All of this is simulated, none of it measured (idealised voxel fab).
Process module under the name voxel self aligned vias
Shown is cross-section cut, with a width of 175 nm and square cells of size 5 nm.
Just so we're on the same page, the cross-sections are grids of square cells, and they're listed out in bands top to bottom, each band one or more rows deep.
Within each band entry, the heights of the top and of the bottom of the band appear first, in that order and in nm; the materials of the band then follow from left to right, each with its corresponding width in nm. The designation "all across" on a single material indicates that it fills the band from edge to edge; the designation "air" indicates empty space.
Note: height 0 marks the level under which the wafer is uniformly one material as received. Lowest band unbounded below, written "0 and below".
The width entry "30..40" should be interpreted row by row: the top row of cells in the band takes the first number, the bottom row takes the second number, and the change between adjacent rows is uniform throughout.
"same as before" (step): cross-section cells unchanged, all of them.
This entry, "closed voids", enumerates those empty regions of no fewer than 8 cells that possess no open connection to the top. Each region is reported in the form width x height at distance, the distance being taken from the left edge, with all three quantities expressed in nm.
Read whatever lies past the settings on a step's line as the simulator's own remark about the step.
A step's line can hold "overlay nm"; with a mask on that step, the setting says how far right of the planned place the mask lay, while a negative setting says it lay to the left.
Quick note on how to read the rest: it's all pairs. You get the cross-section before a process step and the one after, but the after one only goes down as far as the lowest band that changed. The step in between, with its settings, sits under the pair. Heads up, the pairs can come from different runs of this module on the same starting wafer, so don't assume a pair picks up from the one above unless its "Pre-process" entry says it does.

Pre-process
    0 and below | Si all across
    closed voids: none

Resulting Cross-Section
    15 down to 0 | SiO2 all across
    Under 0: no change, same as before.
    closed voids: none
The before and after cross-sections above differ by one step: CONFORMAL_DEP [material SiO2] [thk nm 15]

Pre-process: Reference is made to the cross-section shown after the step in the pair directly above, which represents the state prior to this step.

Resulting Cross-Section
    20 down to 15 | SiCN all across
    Under 15: no change, same as before.
    closed voids: none
The before and after cross-sections above differ by one step: CONFORMAL_DEP [material SiCN] [thk nm 5]

Pre-process: Reference is made to the cross-section shown after the step in the pair directly above, which represents the state prior to this step.

Resulting Cross-Section
    40 down to 20 | lowk all across
    Under 20: no change, same as before.
    closed voids: none
The before and after cross-sections above differ by one step: DIRECTIONAL_DEP [material lowk] [thk nm 20]

Pre-process: Reference is made to the cross-section shown after the step in the pair directly above, which represents the state prior to this step.

Resulting Cross-Section
    40 down to 20 | 35 nm lowk / 30 nm air / 40 nm lowk / 30 nm air / 40 nm lowk
    Under 20: no change, same as before.
    closed voids: none
The before and after cross-sections above differ by one step: MASKED_ETCH [tone open] [mask id LINES] [width nm 30] [pitch nm 70] [etch materials lowk] [depth nm 20] [overlay nm 0]

Pre-process: Reference is made to the cross-section shown after the step in the pair directly above, which represents the state prior to this step.

Resulting Cross-Section
    45 down to 40 | 40 nm TiN / 20 nm air / 50 nm TiN / 20 nm air / 45 nm TiN
    40 down to 25 | 35 nm lowk / 5 nm TiN / 20 nm air / 5 nm TiN / 40 nm lowk / 5 nm TiN / 20 nm air / 5 nm TiN / 40 nm lowk
    25 down to 20 | 35 nm lowk / 30 nm TiN / 40 nm lowk / 30 nm TiN / 40 nm lowk
    Under 20: no change, same as before.
    closed voids: none
The before and after cross-sections above differ by one step: CONFORMAL_DEP [material TiN] [thk nm 5]

Pre-process: Reference is made to the cross-section shown after the step in the pair directly above, which represents the state prior to this step.

Resulting Cross-Section
    55 down to 45 | Ru all across
    45 down to 40 | 40 nm TiN / 20 nm Ru / 50 nm TiN / 20 nm Ru / 45 nm TiN
    40 down to 25 | 35 nm lowk / 5 nm TiN / 20 nm Ru / 5 nm TiN / 40 nm lowk / 5 nm TiN / 20 nm Ru / 5 nm TiN / 40 nm lowk
    Under 25: no change, same as before.
    closed voids: none
The before and after cross-sections above differ by one step: FILL_DEP [material Ru] [thk nm 10]

Pre-process: Reference is made to the cross-section shown after the step in the pair directly above, which represents the state prior to this step.

Resulting Cross-Section
    40 down to 25 | 35 nm lowk / 5 nm TiN / 20 nm Ru / 5 nm TiN / 40 nm lowk / 5 nm TiN / 20 nm Ru / 5 nm TiN / 40 nm lowk
    Under 25: no change, same as before.
    closed voids: none
The before and after cross-sections above differ by one step: CMP [height nm 40]

Pre-process: Reference is made to the cross-section shown after the step in the pair directly above, which represents the state prior to this step.

Resulting Cross-Section
    40 down to 35 | 35 nm lowk / 30 nm air / 40 nm lowk / 30 nm air / 40 nm lowk
    Under 35: no change, same as before.
    closed voids: none
The before and after cross-sections above differ by one step: SELECTIVE_ETCH [etch materials W Ru TiN] [depth nm 5]

Pre-process: Reference is made to the cross-section shown after the step in the pair directly above, which represents the state prior to this step.

Resulting Cross-Section
    50 down to 40 | SiN all across
    40 down to 35 | 35 nm lowk / 30 nm SiN / 40 nm lowk / 30 nm SiN / 40 nm lowk
    Under 35: no change, same as before.
    closed voids: none
The before and after cross-sections above differ by one step: FILL_DEP [material SiN] [thk nm 10]

Pre-process: Reference is made to the cross-section shown after the step in the pair directly above, which represents the state prior to this step.

Resulting Cross-Section
    40 down to 35 | 35 nm lowk / 30 nm SiN / 40 nm lowk / 30 nm SiN / 40 nm lowk
    Under 35: no change, same as before.
    closed voids: none
The before and after cross-sections above differ by one step: CMP [height nm 40]

Pre-process: Reference is made to the cross-section shown after the step in the pair directly above, which represents the state prior to this step.

Resulting Cross-Section
    60 down to 40 | lowk all across
    Under 40: no change, same as before.
    closed voids: none
The before and after cross-sections above differ by one step: DIRECTIONAL_DEP [material lowk] [thk nm 20]

Pre-process: Reference is made to the cross-section shown after the step in the pair directly above, which represents the state prior to this step.

Resulting Cross-Section
    75 down to 60 | aC all across
    Under 60: no change, same as before.
    closed voids: none
The before and after cross-sections above differ by one step: DIRECTIONAL_DEP [material aC] [thk nm 15]

Pre-process: Reference is made to the cross-section shown after the step in the pair directly above, which represents the state prior to this step.

Resulting Cross-Section
    105 down to 75 | 30 nm resist / 40 nm air / 30 nm resist / 40 nm air / 35 nm resist
    Under 75: no change, same as before.
    closed voids: none
The before and after cross-sections above differ by one step: PATTERN [tone open] [mask id VIAS] [material resist] [width nm 40] [pitch nm 70] [thk nm 30] [overlay nm 0]

Pre-process: Reference is made to the cross-section shown after the step in the pair directly above, which represents the state prior to this step.

Resulting Cross-Section
    90 down to 75 | 30 nm resist / 40 nm air / 30 nm resist / 40 nm air / 35 nm resist
    75 down to 60 | 30 nm aC / 40 nm air / 30 nm aC / 40 nm air / 35 nm aC
    Under 60: no change, same as before.
    closed voids: none
The before and after cross-sections above differ by one step: DIRECTIONAL_ETCH [etch materials aC] [depth nm 15]

Pre-process: Reference is made to the cross-section shown after the step in the pair directly above, which represents the state prior to this step.

Resulting Cross-Section
    75 down to 60 | 30 nm aC / 40 nm air / 30 nm aC / 40 nm air / 35 nm aC
    Under 60: no change, same as before.
    closed voids: none
The before and after cross-sections above differ by one step: STRIP [etch materials resist]

Pre-process: Reference is made to the cross-section shown after the step in the pair directly above, which represents the state prior to this step.

Resulting Cross-Section
    75 down to 60 | 30 nm aC / 40 nm air / 30 nm aC / 40 nm air / 35 nm aC
    60 down to 40 | 30 nm lowk / 40 nm air / 30 nm lowk / 40 nm air / 35 nm lowk
    Under 40: no change, same as before.
    closed voids: none
The before and after cross-sections above differ by one step: DIRECTIONAL_ETCH [etch materials lowk] [depth nm 20]

Pre-process: Reference is made to the cross-section shown after the step in the pair directly above, which represents the state prior to this step.

Resulting Cross-Section
    75 down to 60 | 30 nm aC / 40 nm air / 30 nm aC / 40 nm air / 35 nm aC
    60 down to 40 | 30 nm lowk / 40 nm air / 30 nm lowk / 40 nm air / 35 nm lowk
    40 down to 35 | 35 nm lowk / 30 nm air / 40 nm lowk / 30 nm air / 40 nm lowk
    Under 35: no change, same as before.
    closed voids: none
The before and after cross-sections above differ by one step: DIRECTIONAL_ETCH [etch materials SiN] [depth nm 5]

Pre-process: Reference is made to the cross-section shown after the step in the pair directly above, which represents the state prior to this step.

Resulting Cross-Section
    60 down to 40 | 30 nm lowk / 40 nm air / 30 nm lowk / 40 nm air / 35 nm lowk
    Under 40: no change, same as before.
    closed voids: none
The before and after cross-sections above differ by one step: STRIP [etch materials aC]

Pre-process: Reference is made to the cross-section shown after the step in the pair directly above, which represents the state prior to this step.

Resulting Cross-Section
    65 down to 60 | 35 nm TiN / 30 nm air / 40 nm TiN / 30 nm air / 40 nm TiN
    60 down to 45 | 30 nm lowk / 5 nm TiN / 30 nm air / 5 nm TiN / 30 nm lowk / 5 nm TiN / 30 nm air / 5 nm TiN / 35 nm lowk
    45 down to 40 | 30 nm lowk / 10 nm TiN / 20 nm air / 10 nm TiN / 30 nm lowk / 10 nm TiN / 20 nm air / 10 nm TiN / 35 nm lowk
    40 down to 35 | 35 nm lowk / 30 nm TiN / 40 nm lowk / 30 nm TiN / 40 nm lowk
    Under 35: no change, same as before.
    closed voids: none
The before and after cross-sections above differ by one step: CONFORMAL_DEP [material TiN] [thk nm 5]

Pre-process: Reference is made to the cross-section shown after the step in the pair directly above, which represents the state prior to this step.

Resulting Cross-Section
    75 down to 65 | Ru all across
    65 down to 60 | 35 nm TiN / 30 nm Ru / 40 nm TiN / 30 nm Ru / 40 nm TiN
    60 down to 45 | 30 nm lowk / 5 nm TiN / 30 nm Ru / 5 nm TiN / 30 nm lowk / 5 nm TiN / 30 nm Ru / 5 nm TiN / 35 nm lowk
    45 down to 40 | 30 nm lowk / 10 nm TiN / 20 nm Ru / 10 nm TiN / 30 nm lowk / 10 nm TiN / 20 nm Ru / 10 nm TiN / 35 nm lowk
    Under 40: no change, same as before.
    closed voids: none
The before and after cross-sections above differ by one step: FILL_DEP [material Ru] [thk nm 10]

Pre-process: Reference is made to the cross-section shown after the step in the pair directly above, which represents the state prior to this step.

Resulting Cross-Section
    60 down to 45 | 30 nm lowk / 5 nm TiN / 30 nm Ru / 5 nm TiN / 30 nm lowk / 5 nm TiN / 30 nm Ru / 5 nm TiN / 35 nm lowk
    Under 45: no change, same as before.
    closed voids: none
The before and after cross-sections above differ by one step: CMP [height nm 60]

Pre-process: Reference is made to the cross-section shown after the step in the pair directly above, which represents the state prior to this step.

Resulting Cross-Section
    65 down to 60 | SiCN all across
    Under 60: no change, same as before.
    closed voids: none
The before and after cross-sections above differ by one step: CONFORMAL_DEP [material SiCN] [thk nm 5]

Pre-process
    75 down to 65 | Ru all across
    65 down to 60 | 35 nm TiN / 30 nm Ru / 40 nm TiN / 30 nm Ru / 40 nm TiN
    60 down to 45 | 30 nm lowk / 5 nm TiN / 30 nm Ru / 5 nm TiN / 30 nm lowk / 5 nm TiN / 30 nm Ru / 5 nm TiN / 35 nm lowk
    45 down to 40 | 30 nm lowk / 10 nm TiN / 20 nm Ru / 10 nm TiN / 30 nm lowk / 10 nm TiN / 20 nm Ru / 10 nm TiN / 35 nm lowk
    40 down to 35 | 35 nm lowk / 30 nm TiN / 40 nm lowk / 30 nm TiN / 40 nm lowk
    35 down to 25 | 35 nm lowk / 5 nm TiN / 20 nm Ru / 5 nm TiN / 40 nm lowk / 5 nm TiN / 20 nm Ru / 5 nm TiN / 40 nm lowk
    25 down to 20 | 35 nm lowk / 30 nm TiN / 40 nm lowk / 30 nm TiN / 40 nm lowk
    20 down to 15 | SiCN all across
    15 down to 0 | SiO2 all across
    0 and below | Si all across
    closed voids: none

Resulting Cross-Section
    80 down to 75 | SiCN all across
    Under 75: no change, same as before.
    closed voids: none
The before and after cross-sections above differ by one step: CONFORMAL_DEP [material SiCN] [thk nm 5]

Pre-process
    15 down to 0 | SiO2 all across
    0 and below | Si all across
    closed voids: none

Resulting Cross-Section
    30 down to 0 | SiO2 all across
    Under 0: no change, same as before.
    closed voids: none
The before and after cross-sections above differ by one step: CONFORMAL_DEP [material SiO2] [thk nm 15]

Pre-process: Reference is made to the cross-section shown after the step in the pair directly above, which represents the state prior to this step.

Resulting Cross-Section
    35 down to 30 | SiCN all across
    Under 30: no change, same as before.
    closed voids: none
The before and after cross-sections above differ by one step: CONFORMAL_DEP [material SiCN] [thk nm 5]

Pre-process: Reference is made to the cross-section shown after the step in the pair directly above, which represents the state prior to this step.

Resulting Cross-Section
    55 down to 35 | lowk all across
    Under 35: no change, same as before.
    closed voids: none
The before and after cross-sections above differ by one step: DIRECTIONAL_DEP [material lowk] [thk nm 20]

Pre-process: Reference is made to the cross-section shown after the step in the pair directly above, which represents the state prior to this step.

Resulting Cross-Section
    55 down to 35 | 35 nm lowk / 30 nm air / 40 nm lowk / 30 nm air / 40 nm lowk
    Under 35: no change, same as before.
    closed voids: none
The before and after cross-sections above differ by one step: MASKED_ETCH [tone open] [mask id LINES] [width nm 30] [pitch nm 70] [etch materials lowk] [depth nm 20] [overlay nm 0]

Pre-process: Reference is made to the cross-section shown after the step in the pair directly above, which represents the state prior to this step.

Resulting Cross-Section
    60 down to 55 | 40 nm TiN / 20 nm air / 50 nm TiN / 20 nm air / 45 nm TiN
    55 down to 40 | 35 nm lowk / 5 nm TiN / 20 nm air / 5 nm TiN / 40 nm lowk / 5 nm TiN / 20 nm air / 5 nm TiN / 40 nm lowk
    40 down to 35 | 35 nm lowk / 30 nm TiN / 40 nm lowk / 30 nm TiN / 40 nm lowk
    Under 35: no change, same as before.
    closed voids: none
The before and after cross-sections above differ by one step: CONFORMAL_DEP [material TiN] [thk nm 5]

Pre-process: Reference is made to the cross-section shown after the step in the pair directly above, which represents the state prior to this step.

Resulting Cross-Section
    70 down to 60 | Ru all across
    60 down to 55 | 40 nm TiN / 20 nm Ru / 50 nm TiN / 20 nm Ru / 45 nm TiN
    55 down to 40 | 35 nm lowk / 5 nm TiN / 20 nm Ru / 5 nm TiN / 40 nm lowk / 5 nm TiN / 20 nm Ru / 5 nm TiN / 40 nm lowk
    Under 40: no change, same as before.
    closed voids: none
The before and after cross-sections above differ by one step: FILL_DEP [material Ru] [thk nm 10]

Pre-process: Reference is made to the cross-section shown after the step in the pair directly above, which represents the state prior to this step.

Resulting Cross-Section
    40 down to 35 | 35 nm lowk / 30 nm TiN / 40 nm lowk / 30 nm TiN / 40 nm lowk
    Under 35: no change, same as before.
    closed voids: none
The before and after cross-sections above differ by one step: CMP [height nm 40]

Pre-process: Reference is made to the cross-section shown after the step in the pair directly above, which represents the state prior to this step.

Resulting Cross-Section
    40 down to 35 | 35 nm lowk / 30 nm air / 40 nm lowk / 30 nm air / 40 nm lowk
    Under 35: no change, same as before.
    closed voids: none
The before and after cross-sections above differ by one step: SELECTIVE_ETCH [etch materials W Ru TiN] [depth nm 5]

Pre-process: Reference is made to the cross-section shown after the step in the pair directly above, which represents the state prior to this step.

Resulting Cross-Section
    50 down to 40 | SiN all across
    40 down to 35 | 35 nm lowk / 30 nm SiN / 40 nm lowk / 30 nm SiN / 40 nm lowk
    Under 35: no change, same as before.
    closed voids: none
The before and after cross-sections above differ by one step: FILL_DEP [material SiN] [thk nm 10]

Pre-process: Reference is made to the cross-section shown after the step in the pair directly above, which represents the state prior to this step.

Resulting Cross-Section
    40 down to 35 | 35 nm lowk / 30 nm SiN / 40 nm lowk / 30 nm SiN / 40 nm lowk
    Under 35: no change, same as before.
    closed voids: none
The before and after cross-sections above differ by one step: CMP [height nm 40]

Pre-process: Reference is made to the cross-section shown after the step in the pair directly above, which represents the state prior to this step.

Resulting Cross-Section
    60 down to 40 | lowk all across
    Under 40: no change, same as before.
    closed voids: none
The before and after cross-sections above differ by one step: DIRECTIONAL_DEP [material lowk] [thk nm 20]

Pre-process: Reference is made to the cross-section shown after the step in the pair directly above, which represents the state prior to this step.

Resulting Cross-Section
    75 down to 60 | aC all across
    Under 60: no change, same as before.
    closed voids: none
The before and after cross-sections above differ by one step: DIRECTIONAL_DEP [material aC] [thk nm 15]

Pre-process: Reference is made to the cross-section shown after the step in the pair directly above, which represents the state prior to this step.

Resulting Cross-Section
    105 down to 75 | 30 nm resist / 40 nm air / 30 nm resist / 40 nm air / 35 nm resist
    Under 75: no change, same as before.
    closed voids: none
The before and after cross-sections above differ by one step: PATTERN [tone open] [mask id VIAS] [material resist] [width nm 40] [pitch nm 70] [thk nm 30] [overlay nm 0]

Pre-process: Reference is made to the cross-section shown after the step in the pair directly above, which represents the state prior to this step.

Resulting Cross-Section
    90 down to 75 | 30 nm resist / 40 nm air / 30 nm resist / 40 nm air / 35 nm resist
    75 down to 60 | 30 nm aC / 40 nm air / 30 nm aC / 40 nm air / 35 nm aC
    Under 60: no change, same as before.
    closed voids: none
The before and after cross-sections above differ by one step: DIRECTIONAL_ETCH [etch materials aC] [depth nm 15]

Pre-process: Reference is made to the cross-section shown after the step in the pair directly above, which represents the state prior to this step.

Resulting Cross-Section
    75 down to 60 | 30 nm aC / 40 nm air / 30 nm aC / 40 nm air / 35 nm aC
    Under 60: no change, same as before.
    closed voids: none
The before and after cross-sections above differ by one step: STRIP [etch materials resist]

Pre-process: Reference is made to the cross-section shown after the step in the pair directly above, which represents the state prior to this step.

Resulting Cross-Section
    75 down to 60 | 30 nm aC / 40 nm air / 30 nm aC / 40 nm air / 35 nm aC
    60 down to 40 | 30 nm lowk / 40 nm air / 30 nm lowk / 40 nm air / 35 nm lowk
    Under 40: no change, same as before.
    closed voids: none
The before and after cross-sections above differ by one step: DIRECTIONAL_ETCH [etch materials lowk] [depth nm 20]

Pre-process: Reference is made to the cross-section shown after the step in the pair directly above, which represents the state prior to this step.

Resulting Cross-Section
    75 down to 60 | 30 nm aC / 40 nm air / 30 nm aC / 40 nm air / 35 nm aC
    60 down to 40 | 30 nm lowk / 40 nm air / 30 nm lowk / 40 nm air / 35 nm lowk
    40 down to 35 | 35 nm lowk / 30 nm air / 40 nm lowk / 30 nm air / 40 nm lowk
    Under 35: no change, same as before.
    closed voids: none
The before and after cross-sections above differ by one step: DIRECTIONAL_ETCH [etch materials SiN] [depth nm 5]

Pre-process: Reference is made to the cross-section shown after the step in the pair directly above, which represents the state prior to this step.

Resulting Cross-Section
    60 down to 40 | 30 nm lowk / 40 nm air / 30 nm lowk / 40 nm air / 35 nm lowk
    Under 40: no change, same as before.
    closed voids: none
The before and after cross-sections above differ by one step: STRIP [etch materials aC]

Pre-process: Reference is made to the cross-section shown after the step in the pair directly above, which represents the state prior to this step.

Resulting Cross-Section
    65 down to 60 | 35 nm TiN / 30 nm air / 40 nm TiN / 30 nm air / 40 nm TiN
    60 down to 45 | 30 nm lowk / 5 nm TiN / 30 nm air / 5 nm TiN / 30 nm lowk / 5 nm TiN / 30 nm air / 5 nm TiN / 35 nm lowk
    45 down to 40 | 30 nm lowk / 10 nm TiN / 20 nm air / 10 nm TiN / 30 nm lowk / 10 nm TiN / 20 nm air / 10 nm TiN / 35 nm lowk
    40 down to 35 | 35 nm lowk / 30 nm TiN / 40 nm lowk / 30 nm TiN / 40 nm lowk
    Under 35: no change, same as before.
    closed voids: none
The before and after cross-sections above differ by one step: CONFORMAL_DEP [material TiN] [thk nm 5]

Pre-process: Reference is made to the cross-section shown after the step in the pair directly above, which represents the state prior to this step.

Resulting Cross-Section
    75 down to 65 | Ru all across
    65 down to 60 | 35 nm TiN / 30 nm Ru / 40 nm TiN / 30 nm Ru / 40 nm TiN
    60 down to 45 | 30 nm lowk / 5 nm TiN / 30 nm Ru / 5 nm TiN / 30 nm lowk / 5 nm TiN / 30 nm Ru / 5 nm TiN / 35 nm lowk
    45 down to 40 | 30 nm lowk / 10 nm TiN / 20 nm Ru / 10 nm TiN / 30 nm lowk / 10 nm TiN / 20 nm Ru / 10 nm TiN / 35 nm lowk
    Under 40: no change, same as before.
    closed voids: none
The before and after cross-sections above differ by one step: FILL_DEP [material Ru] [thk nm 10]

Pre-process: Reference is made to the cross-section shown after the step in the pair directly above, which represents the state prior to this step.

Resulting Cross-Section
    60 down to 45 | 30 nm lowk / 5 nm TiN / 30 nm Ru / 5 nm TiN / 30 nm lowk / 5 nm TiN / 30 nm Ru / 5 nm TiN / 35 nm lowk
    Under 45: no change, same as before.
    closed voids: none
The before and after cross-sections above differ by one step: CMP [height nm 60]

Pre-process: Reference is made to the cross-section shown after the step in the pair directly above, which represents the state prior to this step.

Resulting Cross-Section
    65 down to 60 | SiCN all across
    Under 60: no change, same as before.
    closed voids: none
The before and after cross-sections above differ by one step: CONFORMAL_DEP [material SiCN] [thk nm 5]

Pre-process
    0 and below | Si all across
    closed voids: none

Resulting Cross-Section
    5 down to 0 | SiCN all across
    Under 0: no change, same as before.
    closed voids: none
The before and after cross-sections above differ by one step: CONFORMAL_DEP [material SiCN] [thk nm 5]

Pre-process: Reference is made to the cross-section shown after the step in the pair directly above, which represents the state prior to this step.

Resulting Cross-Section
    20 down to 5 | SiO2 all across
    Under 5: no change, same as before.
    closed voids: none
The before and after cross-sections above differ by one step: CONFORMAL_DEP [material SiO2] [thk nm 15]

Pre-process: Reference is made to the cross-section shown after the step in the pair directly above, which represents the state prior to this step.

Resulting Cross-Section
    40 down to 20 | lowk all across
    Under 20: no change, same as before.
    closed voids: none
The before and after cross-sections above differ by one step: DIRECTIONAL_DEP [material lowk] [thk nm 20]

Pre-process: Reference is made to the cross-section shown after the step in the pair directly above, which represents the state prior to this step.

Resulting Cross-Section
    40 down to 20 | 35 nm lowk / 30 nm air / 40 nm lowk / 30 nm air / 40 nm lowk
    Under 20: no change, same as before.
    closed voids: none
The before and after cross-sections above differ by one step: MASKED_ETCH [tone open] [mask id LINES] [width nm 30] [pitch nm 70] [etch materials lowk] [depth nm 20] [overlay nm 0]

Pre-process: Reference is made to the cross-section shown after the step in the pair directly above, which represents the state prior to this step.

Resulting Cross-Section
    45 down to 40 | 40 nm TiN / 20 nm air / 50 nm TiN / 20 nm air / 45 nm TiN
    40 down to 25 | 35 nm lowk / 5 nm TiN / 20 nm air / 5 nm TiN / 40 nm lowk / 5 nm TiN / 20 nm air / 5 nm TiN / 40 nm lowk
    25 down to 20 | 35 nm lowk / 30 nm TiN / 40 nm lowk / 30 nm TiN / 40 nm lowk
    Under 20: no change, same as before.
    closed voids: none
The before and after cross-sections above differ by one step: CONFORMAL_DEP [material TiN] [thk nm 5]

Pre-process: Reference is made to the cross-section shown after the step in the pair directly above, which represents the state prior to this step.

Resulting Cross-Section
    55 down to 45 | Ru all across
    45 down to 40 | 40 nm TiN / 20 nm Ru / 50 nm TiN / 20 nm Ru / 45 nm TiN
    40 down to 25 | 35 nm lowk / 5 nm TiN / 20 nm Ru / 5 nm TiN / 40 nm lowk / 5 nm TiN / 20 nm Ru / 5 nm TiN / 40 nm lowk
    Under 25: no change, same as before.
    closed voids: none
The before and after cross-sections above differ by one step: FILL_DEP [material Ru] [thk nm 10]

Pre-process: Reference is made to the cross-section shown after the step in the pair directly above, which represents the state prior to this step.

Resulting Cross-Section
    40 down to 25 | 35 nm lowk / 5 nm TiN / 20 nm Ru / 5 nm TiN / 40 nm lowk / 5 nm TiN / 20 nm Ru / 5 nm TiN / 40 nm lowk
    Under 25: no change, same as before.
    closed voids: none
The before and after cross-sections above differ by one step: CMP [height nm 40]

Pre-process: Reference is made to the cross-section shown after the step in the pair directly above, which represents the state prior to this step.

Resulting Cross-Section
    40 down to 35 | 35 nm lowk / 30 nm air / 40 nm lowk / 30 nm air / 40 nm lowk
    Under 35: no change, same as before.
    closed voids: none
The before and after cross-sections above differ by one step: SELECTIVE_ETCH [etch materials W Ru TiN] [depth nm 5]

Pre-process: Reference is made to the cross-section shown after the step in the pair directly above, which represents the state prior to this step.

Resulting Cross-Section
    50 down to 40 | SiN all across
    40 down to 35 | 35 nm lowk / 30 nm SiN / 40 nm lowk / 30 nm SiN / 40 nm lowk
    Under 35: no change, same as before.
    closed voids: none
The before and after cross-sections above differ by one step: FILL_DEP [material SiN] [thk nm 10]

Pre-process: Reference is made to the cross-section shown after the step in the pair directly above, which represents the state prior to this step.

Resulting Cross-Section
    40 down to 35 | 35 nm lowk / 30 nm SiN / 40 nm lowk / 30 nm SiN / 40 nm lowk
    Under 35: no change, same as before.
    closed voids: none
The before and after cross-sections above differ by one step: CMP [height nm 40]

Pre-process: Reference is made to the cross-section shown after the step in the pair directly above, which represents the state prior to this step.

Resulting Cross-Section
    60 down to 40 | lowk all across
    Under 40: no change, same as before.
    closed voids: none
The before and after cross-sections above differ by one step: DIRECTIONAL_DEP [material lowk] [thk nm 20]

Pre-process: Reference is made to the cross-section shown after the step in the pair directly above, which represents the state prior to this step.

Resulting Cross-Section
    75 down to 60 | aC all across
    Under 60: no change, same as before.
    closed voids: none
The before and after cross-sections above differ by one step: DIRECTIONAL_DEP [material aC] [thk nm 15]

Pre-process: Reference is made to the cross-section shown after the step in the pair directly above, which represents the state prior to this step.

Resulting Cross-Section
    105 down to 75 | 30 nm resist / 40 nm air / 30 nm resist / 40 nm air / 35 nm resist
    Under 75: no change, same as before.
    closed voids: none
The before and after cross-sections above differ by one step: PATTERN [tone open] [mask id VIAS] [material resist] [width nm 40] [pitch nm 70] [thk nm 30] [overlay nm 0]

Pre-process: Reference is made to the cross-section shown after the step in the pair directly above, which represents the state prior to this step.

Resulting Cross-Section
    90 down to 75 | 30 nm resist / 40 nm air / 30 nm resist / 40 nm air / 35 nm resist
    75 down to 60 | 30 nm aC / 40 nm air / 30 nm aC / 40 nm air / 35 nm aC
    Under 60: no change, same as before.
    closed voids: none
The before and after cross-sections above differ by one step: DIRECTIONAL_ETCH [etch materials aC] [depth nm 15]

Pre-process: Reference is made to the cross-section shown after the step in the pair directly above, which represents the state prior to this step.

Resulting Cross-Section
    75 down to 60 | 30 nm aC / 40 nm air / 30 nm aC / 40 nm air / 35 nm aC
    Under 60: no change, same as before.
    closed voids: none
The before and after cross-sections above differ by one step: STRIP [etch materials resist]

Pre-process: Reference is made to the cross-section shown after the step in the pair directly above, which represents the state prior to this step.

Resulting Cross-Section
    75 down to 60 | 30 nm aC / 40 nm air / 30 nm aC / 40 nm air / 35 nm aC
    60 down to 40 | 30 nm lowk / 40 nm air / 30 nm lowk / 40 nm air / 35 nm lowk
    Under 40: no change, same as before.
    closed voids: none
The before and after cross-sections above differ by one step: DIRECTIONAL_ETCH [etch materials lowk] [depth nm 20]

Pre-process: Reference is made to the cross-section shown after the step in the pair directly above, which represents the state prior to this step.

Resulting Cross-Section
    75 down to 60 | 30 nm aC / 40 nm air / 30 nm aC / 40 nm air / 35 nm aC
    60 down to 40 | 30 nm lowk / 40 nm air / 30 nm lowk / 40 nm air / 35 nm lowk
    40 down to 35 | 35 nm lowk / 30 nm air / 40 nm lowk / 30 nm air / 40 nm lowk
    Under 35: no change, same as before.
    closed voids: none
The before and after cross-sections above differ by one step: DIRECTIONAL_ETCH [etch materials SiN] [depth nm 5]

Pre-process: Reference is made to the cross-section shown after the step in the pair directly above, which represents the state prior to this step.

Resulting Cross-Section
    60 down to 40 | 30 nm lowk / 40 nm air / 30 nm lowk / 40 nm air / 35 nm lowk
    Under 40: no change, same as before.
    closed voids: none
The before and after cross-sections above differ by one step: STRIP [etch materials aC]

Pre-process: Reference is made to the cross-section shown after the step in the pair directly above, which represents the state prior to this step.

Resulting Cross-Section
    65 down to 60 | 35 nm TiN / 30 nm air / 40 nm TiN / 30 nm air / 40 nm TiN
    60 down to 45 | 30 nm lowk / 5 nm TiN / 30 nm air / 5 nm TiN / 30 nm lowk / 5 nm TiN / 30 nm air / 5 nm TiN / 35 nm lowk
    45 down to 40 | 30 nm lowk / 10 nm TiN / 20 nm air / 10 nm TiN / 30 nm lowk / 10 nm TiN / 20 nm air / 10 nm TiN / 35 nm lowk
    40 down to 35 | 35 nm lowk / 30 nm TiN / 40 nm lowk / 30 nm TiN / 40 nm lowk
    Under 35: no change, same as before.
    closed voids: none
The before and after cross-sections above differ by one step: CONFORMAL_DEP [material TiN] [thk nm 5]

Pre-process: Reference is made to the cross-section shown after the step in the pair directly above, which represents the state prior to this step.

Resulting Cross-Section
    75 down to 65 | Ru all across
    65 down to 60 | 35 nm TiN / 30 nm Ru / 40 nm TiN / 30 nm Ru / 40 nm TiN
    60 down to 45 | 30 nm lowk / 5 nm TiN / 30 nm Ru / 5 nm TiN / 30 nm lowk / 5 nm TiN / 30 nm Ru / 5 nm TiN / 35 nm lowk
    45 down to 40 | 30 nm lowk / 10 nm TiN / 20 nm Ru / 10 nm TiN / 30 nm lowk / 10 nm TiN / 20 nm Ru / 10 nm TiN / 35 nm lowk
    Under 40: no change, same as before.
    closed voids: none
The before and after cross-sections above differ by one step: FILL_DEP [material Ru] [thk nm 10]

Pre-process: Reference is made to the cross-section shown after the step in the pair directly above, which represents the state prior to this step.

Resulting Cross-Section
    60 down to 45 | 30 nm lowk / 5 nm TiN / 30 nm Ru / 5 nm TiN / 30 nm lowk / 5 nm TiN / 30 nm Ru / 5 nm TiN / 35 nm lowk
    Under 45: no change, same as before.
    closed voids: none
The before and after cross-sections above differ by one step: CMP [height nm 60]

Pre-process: Reference is made to the cross-section shown after the step in the pair directly above, which represents the state prior to this step.

Resulting Cross-Section
    65 down to 60 | SiCN all across
    Under 60: no change, same as before.
    closed voids: none
The before and after cross-sections above differ by one step: CONFORMAL_DEP [material SiCN] [thk nm 5]

Pre-process
    55 down to 45 | Ru all across
    45 down to 40 | 40 nm TiN / 20 nm Ru / 50 nm TiN / 20 nm Ru / 45 nm TiN
    40 down to 25 | 35 nm lowk / 5 nm TiN / 20 nm Ru / 5 nm TiN / 40 nm lowk / 5 nm TiN / 20 nm Ru / 5 nm TiN / 40 nm lowk
    25 down to 20 | 35 nm lowk / 30 nm TiN / 40 nm lowk / 30 nm TiN / 40 nm lowk
    20 down to 15 | SiCN all across
    15 down to 0 | SiO2 all across
    0 and below | Si all across
    closed voids: none

Resulting Cross-Section
    30 down to 25 | 35 nm lowk / 5 nm TiN / 20 nm Ru / 5 nm TiN / 40 nm lowk / 5 nm TiN / 20 nm Ru / 5 nm TiN / 40 nm lowk
    Under 25: no change, same as before.
    closed voids: none
The before and after cross-sections above differ by one step: CMP [height nm 30]

Pre-process: Reference is made to the cross-section shown after the step in the pair directly above, which represents the state prior to this step.

Resulting Cross-Section
    30 down to 25 | 35 nm lowk / 30 nm air / 40 nm lowk / 30 nm air / 40 nm lowk
    Under 25: no change, same as before.
    closed voids: none
The before and after cross-sections above differ by one step: SELECTIVE_ETCH [etch materials W Ru TiN] [depth nm 5]
